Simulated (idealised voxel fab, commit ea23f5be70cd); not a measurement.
Process module heading - voxel double patterning
Square cell edge 5 nm, section width 240 nm, ID cut.
Cross-section format: a grid of square cells, given as bands from top to bottom; each band is one or more rows of cells. This entry defines a band. It first specifies the height of the band's top and the height of its bottom in nm, and then specifies the band's materials from left to right, stating each material with its width in nm. The word "everywhere" identifies a single material that fills the band from edge to edge, while the word "blank" identifies empty space. Below 0: as-received wafer, all one material; heights counted from there. Lowest band: no bottom, goes on down, written "0 and below". When a width is written as two numbers, as in "30..40", the first number is the width in the top row of cells of the band and the second is the width in its bottom row, and the width changes by the same amount from each row to the next. When a step is marked "no change", none of the cells in the cross-section changed during that step. "Encapsulated voids": sealed empty spaces, 8 cells or more, no open way to top, listed width x height at distance, with distance from the left edge and width, height and distance in nm. Read whatever lies past the settings on a step's line as the simulator's own remark about the step. The optional step-line setting "overlay nm" applies to steps with a mask and quantifies how far to the right of its planned location the mask lay, a negative value indicating leftward placement.
## The planned process steps are enumerated hereunder
step 1: RECEIVE | material Si
step 2: CONFORMAL_DEP | material SiO2 | thk nm 10
step 3: DIRECTIONAL_DEP | material W | thk nm 15
step 4: DIRECTIONAL_DEP | material SiCN | thk nm 5
step 5: PATTERN | tone open | mask id FIRST | material resist | width nm 15 | pitch nm 50 | thk nm 15 | overlay nm 0
step 6: DIRECTIONAL_ETCH | etch materials SiCN | depth nm 5
step 7: STRIP | etch materials resist
step 8: MASKED_ETCH | tone open | mask id SECOND | width nm 15 | pitch nm 50 | etch materials SiCN | depth nm 5 | overlay nm 0
step 9: DIRECTIONAL_ETCH | etch materials W | depth nm 15
step 10: STRIP | etch materials SiCN
## first wafer, as planned
## As received (post step 1): cross-section
	0 and below | Si everywhere
	Encapsulated voids: none
## The following cross-section depicts the wafer upon completion of step 2
	10 down to 0 | SiO2 everywhere
	Below 0 it's all the same as before, nothing changed down there.
## The following cross-section depicts the wafer upon completion of step 3
	25 down to 10 | W everywhere
	Below 10 it's all the same as before, nothing changed down there.
## The following cross-section depicts the wafer upon completion of step 4
	30 down to 25 | SiCN everywhere
	Below 25 it's all the same as before, nothing changed down there.
## The following cross-section depicts the wafer upon completion of step 5
	45 down to 30 | resist 60 | blank 15 | resist 35 | blank 15 | resist 35 | blank 15 | resist 65
	Below 30 it's all the same as before, nothing changed down there.
## The following cross-section depicts the wafer upon completion of step 6
	45 down to 30 | resist 60 | blank 15 | resist 35 | blank 15 | resist 35 | blank 15 | resist 65
	30 down to 25 | SiCN 60 | blank 15 | SiCN 35 | blank 15 | SiCN 35 | blank 15 | SiCN 65
	Below 25 it's all the same as before, nothing changed down there.
## The following cross-section depicts the wafer upon completion of step 7
	30 down to 25 | SiCN 60 | blank 15 | SiCN 35 | blank 15 | SiCN 35 | blank 15 | SiCN 65
	Below 25 it's all the same as before, nothing changed down there.
## The following cross-section depicts the wafer upon completion of step 8
	30 down to 25 | SiCN 60 | blank 15 | SiCN 10 | blank 15 | SiCN 10 | blank 15 | SiCN 10 | blank 15 | SiCN 10 | blank 15 | SiCN 65
	Below 25 it's all the same as before, nothing changed down there.
## The following cross-section depicts the wafer upon completion of step 9
	30 down to 25 | SiCN 60 | blank 15 | SiCN 10 | blank 15 | SiCN 10 | blank 15 | SiCN 10 | blank 15 | SiCN 10 | blank 15 | SiCN 65
	25 down to 10 | W 60 | blank 15 | W 10 | blank 15 | W 10 | blank 15 | W 10 | blank 15 | W 10 | blank 15 | W 65
	Below 10 it's all the same as before, nothing changed down there.
## The following cross-section depicts the wafer upon completion of step 10
	25 down to 10 | W 60 | blank 15 | W 10 | blank 15 | W 10 | blank 15 | W 10 | blank 15 | W 10 | blank 15 | W 65
	Below 10 it's all the same as before, nothing changed down there.
## The second wafer began exactly as the first did and followed the same plan, but one mistake was made while running it; through step 2 inclusive, the two wafers are identical
## Cross-section of the second wafer at the time step 3 of the plan should have ended
	40 down to 10 | W everywhere
	Below 10 it's all the same as before, nothing changed down there.
## Cross-section of the second wafer at the time step 4 of the plan should have ended
	45 down to 40 | SiCN everywhere
	Below 40 it's all the same as before, nothing changed down there.
## Cross-section of the second wafer at the time step 5 of the plan should have ended
	60 down to 45 | resist 60 | blank 15 | resist 35 | blank 15 | resist 35 | blank 15 | resist 65
	Below 45 it's all the same as before, nothing changed down there.
## Cross-section of the second wafer at the time step 6 of the plan should have ended
	60 down to 45 | resist 60 | blank 15 | resist 35 | blank 15 | resist 35 | blank 15 | resist 65
	45 down to 40 | SiCN 60 | blank 15 | SiCN 35 | blank 15 | SiCN 35 | blank 15 | SiCN 65
	Below 40 it's all the same as before, nothing changed down there.
## Cross-section of the second wafer at the time step 7 of the plan should have ended
	45 down to 40 | SiCN 60 | blank 15 | SiCN 35 | blank 15 | SiCN 35 | blank 15 | SiCN 65
	Below 40 it's all the same as before, nothing changed down there.
## Cross-section of the second wafer at the time step 8 of the plan should have ended
	45 down to 40 | SiCN 60 | blank 15 | SiCN 10 | blank 15 | SiCN 10 | blank 15 | SiCN 10 | blank 15 | SiCN 10 | blank 15 | SiCN 65
	Below 40 it's all the same as before, nothing changed down there.
## Cross-section of the second wafer at the time step 9 of the plan should have ended
	45 down to 40 | SiCN 60 | blank 15 | SiCN 10 | blank 15 | SiCN 10 | blank 15 | SiCN 10 | blank 15 | SiCN 10 | blank 15 | SiCN 65
	40 down to 25 | W 60 | blank 15 | W 10 | blank 15 | W 10 | blank 15 | W 10 | blank 15 | W 10 | blank 15 | W 65
	Below 25 it's all the same as before, nothing changed down there.
## Cross-section of the second wafer at the time step 10 of the plan should have ended
	40 down to 25 | W 60 | blank 15 | W 10 | blank 15 | W 10 | blank 15 | W 10 | blank 15 | W 10 | blank 15 | W 65
	Below 25 it's all the same as before, nothing changed down there.
Short version of what went wrong: twice, step 3 of the plan was run
The closing comparison, in cells, has the second wafer with more or fewer of some materials than the first: W: 144 more
